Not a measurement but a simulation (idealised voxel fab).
The following process module bears the name voxel fin reveal.
cross-section cut | 235 nm wide | cells 5 nm
Cross-section = grid of square cells, listed top down in bands; band = one or more rows.
Top, bottom (nm), then materials left to right with widths (nm); lone material tagged "edge to edge" fills the whole band edge to edge; "blank" = empty space.
Height is counted from the level 0, under which the received wafer is composed throughout of one material. The lowest of the bands is not closed at the bottom but continues downward, in the notation "from 0 down".
A width such as "30 to 40" changes by the same amount from each row of cells to the next, from the band's top row to its bottom row.
Basically "no modifications" means that step didn't change any cell in the cross-section.
Trapped cavities: empty space of 8 cells or more with no open way to the top, each as width x height at its distance from the left edge, in nm
On a step's line, text after the settings is the simulator commenting on that step.
overlay nm: on a step with a mask, how far right of its planned place the mask lay; negative means left.
### So here's the lineup of process steps we planned
1: RECEIVE with material Si
2: CONFORMAL_DEP with material SiN, thk nm 5
3: PATTERN with tone cover, mask id FINS, material resist, width nm 15, pitch nm 40, thk nm 20, overlay nm 0
4: DIRECTIONAL_ETCH with etch materials SiN, depth nm 5
5: DIRECTIONAL_ETCH with etch materials Si, depth nm 35
6: STRIP with etch materials resist
7: OXIDIZE with depth nm 5
8: FILL_DEP with material SiO2, thk nm 5
9: CMP with height nm 5
10: SELECTIVE_ETCH with etch materials SiO2, depth nm 15
11: STRIP with etch materials SiN
12: CONFORMAL_DEP with material SiO2, thk nm 5
### Delivered wafer in cross-section: state after step 1
- from 0 down = Si edge to edge
- Trapped cavities: none
### Cross-sectional result after module completion. Note: starting condition and plan are unchanged from above; one processing mistake was made
- from 5 to 0 = blank=50, SiO2=15, blank=25, SiO2=15, blank=25, SiO2=15, blank=25, SiO2=15, blank=50
- from 0 to -20 = blank=50, SiO2=5, Si=5, SiO2=5, blank=25, SiO2=5, Si=5, SiO2=5, blank=25, SiO2=5, Si=5, SiO2=5, blank=25, SiO2=5, Si=5, SiO2=5, blank=50
- from -20 to -40 = SiO2=55, Si=5, SiO2=35, Si=5, SiO2=35, Si=5, SiO2=35, Si=5, SiO2=55
- from -40 down = Si edge to edge
- Trapped cavities: none
Finding, execution versus plan: step 10 was run twice
